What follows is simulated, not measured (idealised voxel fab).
Process module, titled voxel wiring stack
We display cut, a cross-section 195 nm in width whose square cells are each 5 nm.
Reading order for cross-sections: top band down to bottom band. Underlying form: a grid of square cells. Band size: one or more rows of cells. The entry gives the band's vertical extent as a top height and a bottom height in nm, then its horizontal make-up as materials from left to right, each with a width in nm. "blank" stands for empty space; a single material marked "everywhere" fills the band edge to edge. We count height from 0. Below that, the starting wafer is all one material. The lowest band never ends at the bottom but goes on down; see "from 0 down" for how that is written. With a width like "30..40", each row of cells in the band differs from the next by the same amount, the top row carrying the first number and the bottom row the second. "everything unchanged" after a step means that no cell of the cross-section changed. Listed in "Trapped void list": every empty space of 8 or more cells without an open way to the top. Form: width x height at distance, the distance being from the left edge, all in nm. On a step's line, text after the settings is the simulator commenting on that step. For masked steps, "overlay nm" on the step line gives how far right of plan the mask actually lay; a minus sign means it lay to the left.
### Process steps foreseen in the plan
1,RECEIVE [material Si]
2,CONFORMAL_DEP [material SiO2] [thk nm 15]
3,DIRECTIONAL_DEP [material TiN] [thk nm 5]
4,DIRECTIONAL_DEP [material W] [thk nm 20]
5,MASKED_ETCH [tone cover] [mask id METAL_1] [width nm 25] [pitch nm 55] [etch materials W] [depth nm 20] [overlay nm 0]
6,MASKED_ETCH [tone cover] [mask id METAL_1] [width nm 25] [pitch nm 55] [etch materials TiN] [depth nm 5] [overlay nm 0]
7,CONFORMAL_DEP [material SiN] [thk nm 5]
8,FILL_DEP [material lowk] [thk nm 5]
9,CMP [height nm 40]
10,CONFORMAL_DEP [material SiCN] [thk nm 5]
11,DIRECTIONAL_DEP [material SiO2] [thk nm 15]
12,DIRECTIONAL_DEP [material aC] [thk nm 10]
13,PATTERN [tone open] [mask id PLUG_1] [material resist] [width nm 15] [thk nm 25] [overlay nm 0]
14,DIRECTIONAL_ETCH [etch materials aC] [depth nm 10]
15,STRIP [etch materials resist]
16,DIRECTIONAL_ETCH [etch materials SiO2] [depth nm 15]
17,DIRECTIONAL_ETCH [etch materials SiCN] [depth nm 5]
18,STRIP [etch materials aC]
19,EPI [material Ru] [thk nm 10]
20,EPI [material Ru] [thk nm 10]
21,CONFORMAL_DEP [material SiN] [thk nm 5]
22,DIRECTIONAL_DEP [material SiO2] [thk nm 25]
23,PATTERN [tone open] [mask id METAL_2] [material resist] [width nm 25] [pitch nm 55] [thk nm 15] [overlay nm 0]
24,DIRECTIONAL_ETCH [etch materials SiO2] [depth nm 25]
25,DIRECTIONAL_ETCH [etch materials SiN] [depth nm 5]
26,STRIP [etch materials resist]
27,CONFORMAL_DEP [material TiN] [thk nm 5]
28,FILL_DEP [material W] [thk nm 10]
29,CMP [height nm 90]
30,CONFORMAL_DEP [material SiN] [thk nm 5]
### Cross-section of the wafer upon arrival, representing the state reached after step 1
* from 0 down = Si everywhere
* Trapped void list: none
### This is how the wafer looks in cross-section once the module is done, given the starting state and plan above and one mistake in carrying the plan out
* from 95 to 90 = SiN everywhere
* from 90 to 65 = SiO2: 55, then TiN: 5, then W: 15, then TiN: 5, then SiO2: 30, then TiN: 5, then W: 15, then TiN: 5, then SiO2: 60
* from 65 to 60 = SiN: 55, then TiN: 25, then SiN: 30, then TiN: 25, then SiN: 60
* from 60 to 45 = SiO2: 55, then Ru: 20, then SiO2: 120
* from 45 to 40 = SiCN: 55, then Ru: 20, then SiCN: 120
* from 40 to 20 = lowk: 50, then SiN: 5, then W: 25, then SiN: 5, then lowk: 20, then SiN: 5, then W: 25, then SiN: 5, then lowk: 55
* from 20 to 15 = SiN: 55, then TiN: 25, then SiN: 30, then TiN: 25, then SiN: 60
* from 15 to 0 = SiO2 everywhere
* from 0 down = Si everywhere
* Trapped void list: none
Want to know what went wrong? step 13 off recipe, ran as PATTERN [tone open] [mask id PLUG_1] [material resist] [width nm 20] [thk nm 25] [overlay nm 0]
